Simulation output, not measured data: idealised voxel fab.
Herein follows the process module entitled voxel self aligned vias.
Cross-section cut spans 225 nm and uses square cells 5 nm in size.
Cross-section, as written here: a square-cell grid given band by band from the top down, where a band holds one or more rows of cells.
Heights first: top, then bottom, in nm. Then materials, left to right, each with a width in nm. "edge to edge" on a single material: fills the band edge to edge. "air": empty space.
Counting heights begins at 0, where everything beneath is, in the wafer as received, one material. The lowest band has no bottom; it goes on downwards, as "0 -> down" shows.
Width "30 to 40": first value at the band's top row of cells, second value at its bottom row, equal change from row to row.
"stayed the same" means the step left every cell of the cross-section as it was.
"Enclosed voids" - sealed voids, min. 8 cells, no opening to top; format: width x height at distance (distance from left edge; nm throughout).
Text after the settings on a step's line: the simulator's own remark on that step.
If you see "overlay nm" on a step's line and that step has a mask, it's telling you how far right of where it was planned the mask ended up; a negative number means it went left instead.
How should the pairs below be read? Each gives the cross-section before one process step and the cross-section after it, the latter drawn only to the lowest band that changed; the step that lies between them, with its settings, appears under the pair. Does a pair pick up where the pair above left off? Only where its entry headed "Prior to processing" says so, since pairs can come from different runs of this module on the same starting wafer.
**Prior to processing**
- 65 -> 60: 60 TiN, then 30 air, then 40 TiN, then 30 air, then 65 TiN
- 60 -> 50: 55 lowk, then 5 TiN, then 30 air, then 5 TiN, then 30 lowk, then 5 TiN, then 30 air, then 5 TiN, then 60 lowk
- 50 -> 40: 55 to 60 lowk, then 10 to 5 TiN, then 25 air, then 5 TiN, then 30 to 35 lowk, then 10 to 5 TiN, then 25 air, then 5 TiN, then 60 lowk
- 40 -> 35: 60 lowk, then 35 TiN, then 35 lowk, then 35 TiN, then 60 lowk
- 35 -> 20: 60 lowk, then 5 TiN, then 25 W, then 5 TiN, then 35 lowk, then 5 TiN, then 25 W, then 5 TiN, then 60 lowk
- 20 -> 15: 60 lowk, then 35 TiN, then 35 lowk, then 35 TiN, then 60 lowk
- 15 -> 10: SiCN edge to edge
- 10 -> 0: SiO2 edge to edge
- 0 -> down: Si edge to edge
- Enclosed voids: none
**Post-Process View**
- 70 -> 65: W edge to edge
- 65 -> 60: 60 TiN, then 30 W, then 40 TiN, then 30 W, then 65 TiN
- 60 -> 50: 55 lowk, then 5 TiN, then 30 W, then 5 TiN, then 30 lowk, then 5 TiN, then 30 W, then 5 TiN, then 60 lowk
- 50 -> 40: 55 to 60 lowk, then 10 to 5 TiN, then 25 W, then 5 TiN, then 30 to 35 lowk, then 10 to 5 TiN, then 25 W, then 5 TiN, then 60 lowk
- Below 40, no change.
- Enclosed voids: none
Looking at the two cross-sections above, the step in the middle is FILL_DEP | material W | thk nm 5
Prior to processing: refer to the pair immediately above; the cross-section shown after its step is the state before this one.
**Post-Process View**
- 60 -> 50: 55 lowk, then 5 TiN, then 30 W, then 5 TiN, then 30 lowk, then 5 TiN, then 30 W, then 5 TiN, then 60 lowk
- Below 50, no change.
- Enclosed voids: none
Looking at the two cross-sections above, the step in the middle is CMP | height nm 60
Prior to processing: refer to the pair immediately above; the cross-section shown after its step is the state before this one.
**Post-Process View**
- 65 -> 60: SiCN edge to edge
- Below 60, no change.
- Enclosed voids: none
Looking at the two cross-sections above, the step in the middle is CONFORMAL_DEP | material SiCN | thk nm 5
**Prior to processing**
- 60 -> 45: lowk edge to edge
- 45 -> 35: 60 lowk, then 30 SiN, then 40 lowk, then 30 SiN, then 65 lowk
- 35 -> 20: 60 lowk, then 5 TiN, then 20 W, then 5 TiN, then 40 lowk, then 5 TiN, then 20 W, then 5 TiN, then 65 lowk
- 20 -> 15: 60 lowk, then 30 TiN, then 40 lowk, then 30 TiN, then 65 lowk
- 15 -> 10: SiCN edge to edge
- 10 -> 0: SiO2 edge to edge
- 0 -> down: Si edge to edge
- Enclosed voids: none
**Post-Process View**
- 60 -> 45: 60 lowk, then 40 air, then 30 lowk, then 40 air, then 55 lowk
- Below 45, no change.
- Enclosed voids: none
Looking at the two cross-sections above, the step in the middle is MASKED_ETCH | tone open | mask id VIAS | width nm 40 | pitch nm 70 | etch materials lowk | depth nm 15 | overlay nm 5
Prior to processing: refer to the pair immediately above; the cross-section shown after its step is the state before this one.
**Post-Process View**
- 60 -> 45: 60 lowk, then 40 air, then 30 lowk, then 40 air, then 55 lowk
- 45 -> 35: 60 lowk, then 30 air, then 40 lowk, then 30 air, then 65 lowk
- Below 35, no change.
- Enclosed voids: none
Looking at the two cross-sections above, the step in the middle is MASKED_ETCH | tone open | mask id VIAS | width nm 40 | pitch nm 70 | etch materials SiN | depth nm 10 | overlay nm 0
Prior to processing: refer to the pair immediately above; the cross-section shown after its step is the state before this one.
**Post-Process View**
- 65 -> 60: 65 TiN, then 30 air, then 40 TiN, then 30 air, then 60 TiN
- 60 -> 50: 60 lowk, then 5 TiN, then 30 air, then 5 TiN, then 30 lowk, then 5 TiN, then 30 air, then 5 TiN, then 55 lowk
- 50 -> 40: 60 lowk, then 5 TiN, then 20 air, then 15 to 5 TiN, then 30 to 40 lowk, then 5 TiN, then 20 air, then 15 to 5 TiN, then 55 to 65 lowk
- 40 -> 35: 60 lowk, then 30 TiN, then 40 lowk, then 30 TiN, then 65 lowk
- Below 35, no change.
- Enclosed voids: none
Looking at the two cross-sections above, the step in the middle is CONFORMAL_DEP | material TiN | thk nm 5
Prior to processing: refer to the pair immediately above; the cross-section shown after its step is the state before this one.
**Post-Process View**
- 70 -> 65: W edge to edge
- 65 -> 60: 65 TiN, then 30 W, then 40 TiN, then 30 W, then 60 TiN
- 60 -> 50: 60 lowk, then 5 TiN, then 30 W, then 5 TiN, then 30 lowk, then 5 TiN, then 30 W, then 5 TiN, then 55 lowk
- 50 -> 40: 60 lowk, then 5 TiN, then 20 W, then 15 to 5 TiN, then 30 to 40 lowk, then 5 TiN, then 20 W, then 15 to 5 TiN, then 55 to 65 lowk
- Below 40, no change.
- Enclosed voids: none
Looking at the two cross-sections above, the step in the middle is FILL_DEP | material W | thk nm 5
Prior to processing: refer to the pair immediately above; the cross-section shown after its step is the state before this one.
**Post-Process View**
- 60 -> 50: 60 lowk, then 5 TiN, then 30 W, then 5 TiN, then 30 lowk, then 5 TiN, then 30 W, then 5 TiN, then 55 lowk
- Below 50, no change.
- Enclosed voids: none
Looking at the two cross-sections above, the step in the middle is CMP | height nm 60
Prior to processing: refer to the pair immediately above; the cross-section shown after its step is the state before this one.
**Post-Process View**
- 65 -> 60: SiCN edge to edge
- Below 60, no change.
- Enclosed voids: none
Looking at the two cross-sections above, the step in the middle is CONFORMAL_DEP | material SiCN | thk nm 5
**Prior to processing**
- 45 -> 35: 60 lowk, then 30 SiN, then 40 lowk, then 30 SiN, then 65 lowk
- 35 -> 20: 60 lowk, then 5 TiN, then 20 W, then 5 TiN, then 40 lowk, then 5 TiN, then 20 W, then 5 TiN, then 65 lowk
- 20 -> 15: 60 lowk, then 30 TiN, then 40 lowk, then 30 TiN, then 65 lowk
- 15 -> 10: SiCN edge to edge
- 10 -> 0: SiO2 edge to edge
- 0 -> down: Si edge to edge
- Enclosed voids: none
**Post-Process View**
- 60 -> 45: SiO2 edge to edge
- Below 45, no change.
- Enclosed voids: none
Looking at the two cross-sections above, the step in the middle is DIRECTIONAL_DEP | material SiO2 | thk nm 15
Prior to processing: refer to the pair immediately above; the cross-section shown after its step is the state before this one.
**Post-Process View**
- 65 -> 60: TiN edge to edge
- Below 60, no change.
- Enclosed voids: none
Looking at the two cross-sections above, the step in the middle is CONFORMAL_DEP | material TiN | thk nm 5
Prior to processing: refer to the pair immediately above; the cross-section shown after its step is the state before this one.
**Post-Process View**
- 70 -> 65: W edge to edge
- Below 65, no change.
- Enclosed voids: none
Looking at the two cross-sections above, the step in the middle is FILL_DEP | material W | thk nm 5
Prior to processing: refer to the pair immediately above; the cross-section shown after its step is the state before this one.
**Post-Process View**
- 60 -> 45: SiO2 edge to edge
- Below 45, no change.
- Enclosed voids: none
Looking at the two cross-sections above, the step in the middle is CMP | height nm 60
Prior to processing: refer to the pair immediately above; the cross-section shown after its step is the state before this one.
**Post-Process View**
- 65 -> 60: SiCN edge to edge
- Below 60, no change.
- Enclosed voids: none
Looking at the two cross-sections above, the step in the middle is CONFORMAL_DEP | material SiCN | thk nm 5
**Prior to processing**
- 60 -> 45: lowk edge to edge
- 45 -> 35: 60 lowk, then 30 SiN, then 40 lowk, then 30 SiN, then 65 lowk
- 35 -> 20: 60 lowk, then 5 TiN, then 20 W, then 5 TiN, then 40 lowk, then 5 TiN, then 20 W, then 5 TiN, then 65 lowk
- 20 -> 15: 60 lowk, then 30 TiN, then 40 lowk, then 30 TiN, then 65 lowk
- 15 -> 10: SiCN edge to edge
- 10 -> 0: SiO2 edge to edge
- 0 -> down: Si edge to edge
- Enclosed voids: none
**Post-Process View**
- 60 -> 45: 55 air, then 40 lowk, then 30 air, then 40 lowk, then 60 air
- Below 45, no change.
- Enclosed voids: none
Looking at the two cross-sections above, the step in the middle is MASKED_ETCH | tone cover | mask id VIAS | width nm 40 | pitch nm 70 | etch materials lowk | depth nm 15 | overlay nm 0
Prior to processing: refer to the pair immediately above; the cross-section shown after its step is the state before this one.
**Post-Process View**
- 65 -> 60: 50 air, then 50 TiN, then 20 air, then 50 TiN, then 55 air
- 60 -> 50: 50 air, then 5 TiN, then 40 lowk, then 5 TiN, then 20 air, then 5 TiN, then 40 lowk, then 5 TiN, then 55 air
- 50 -> 45: 55 TiN, then 40 lowk, then 30 TiN, then 40 lowk, then 60 TiN
- Below 45, no change.
- Enclosed voids: none
Looking at the two cross-sections above, the step in the middle is CONFORMAL_DEP | material TiN | thk nm 5
Prior to processing: refer to the pair immediately above; the cross-section shown after its step is the state before this one.
**Post-Process View**
- 70 -> 65: W edge to edge
- 65 -> 60: 50 W, then 50 TiN, then 20 W, then 50 TiN, then 55 W
- 60 -> 50: 50 W, then 5 TiN, then 40 lowk, then 5 TiN, then 20 W, then 5 TiN, then 40 lowk, then 5 TiN, then 55 W
- Below 50, no change.
- Enclosed voids: none
Looking at the two cross-sections above, the step in the middle is FILL_DEP | material W | thk nm 5
Prior to processing: refer to the pair immediately above; the cross-section shown after its step is the state before this one.
**Post-Process View**
- 60 -> 50: 50 W, then 5 TiN, then 40 lowk, then 5 TiN, then 20 W, then 5 TiN, then 40 lowk, then 5 TiN, then 55 W
- Below 50, no change.
- Enclosed voids: none
Looking at the two cross-sections above, the step in the middle is CMP | height nm 60
Prior to processing: refer to the pair immediately above; the cross-section shown after its step is the state before this one.
**Post-Process View**
- 65 -> 60: SiCN edge to edge
- Below 60, no change.
- Enclosed voids: none
Looking at the two cross-sections above, the step in the middle is CONFORMAL_DEP | material SiCN | thk nm 5
